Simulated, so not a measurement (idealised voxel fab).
Process module, titled voxel local oxidation
Cross-section cut spans 160 nm and uses square cells 5 nm in size.
Throughout this document, each cross-section is represented as a grid of square cells and is presented as a sequence of bands enumerated from the top downward, where a band comprises one or more rows of cells.
Basically the band line says how high the top is and how high the bottom is, in nm, and then what's in it from left to right, every material with its width in nm. Empty space shows up as "empty", and if a single material carries "everywhere" it runs the full band edge to edge.
It should be noted that heights are counted from 0, beneath which the wafer as supplied is of one material throughout, and that the lowest band possesses no lower boundary but continues downward, as written in "from 0 down".
You'd read "30 to 40" like this: the band's top row of cells is as wide as the first number, its bottom row is as wide as the second, and going down, every row changes width by the same amount as the row before did.
Given "identical to before" for a step, no cell of the cross-section differs between before and after that step.
"Entrapped voids" enumerates empty spaces isolated from the top, with no open way to it, that contain at least 8 cells, giving each as width x height at distance from the left edge, all three in nm.
Step line, after settings: the simulator's comment on this step.
overlay nm: mask right of planned place by this much (step with mask). Neg. = left.

Below is the list of planned process steps
1) op RECEIVE | material Si
2) op CONFORMAL_DEP | material SiO2 | thk nm 5
3) op CONFORMAL_DEP | material SiN | thk nm 15
4) op DIRECTIONAL_DEP | material aC | thk nm 15
5) op PATTERN | tone cover | mask id ACTIVE | material resist | width nm 100 | thk nm 30 | overlay nm 0
6) op DIRECTIONAL_ETCH | etch materials aC | depth nm 15
7) op STRIP | etch materials resist
8) op DIRECTIONAL_ETCH | etch materials SiN | depth nm 15
9) op STRIP | etch materials aC
10) op SELECTIVE_ETCH | etch materials SiO2 | depth nm 5
11) op OXIDIZE | depth nm 10
12) op STRIP | etch materials SiN

Wafer at receipt (post step 1), cross-section
	from 0 down: Si everywhere
	Entrapped voids: none

Cross-section at module end, one run error; start and plan unchanged from above
	from 5 to 0: SiO2 25 nm; empty 110 nm; SiO2 25 nm
	from 0 to -10: Si 15 nm; SiO2 130 nm; Si 15 nm
	from -10 down: Si everywhere
	Entrapped voids: none
Misprocessing identified: off-plan run, step 5, actual operation and settings op PATTERN | tone open | mask id ACTIVE | material resist | width nm 100 | thk nm 30 | overlay nm 0
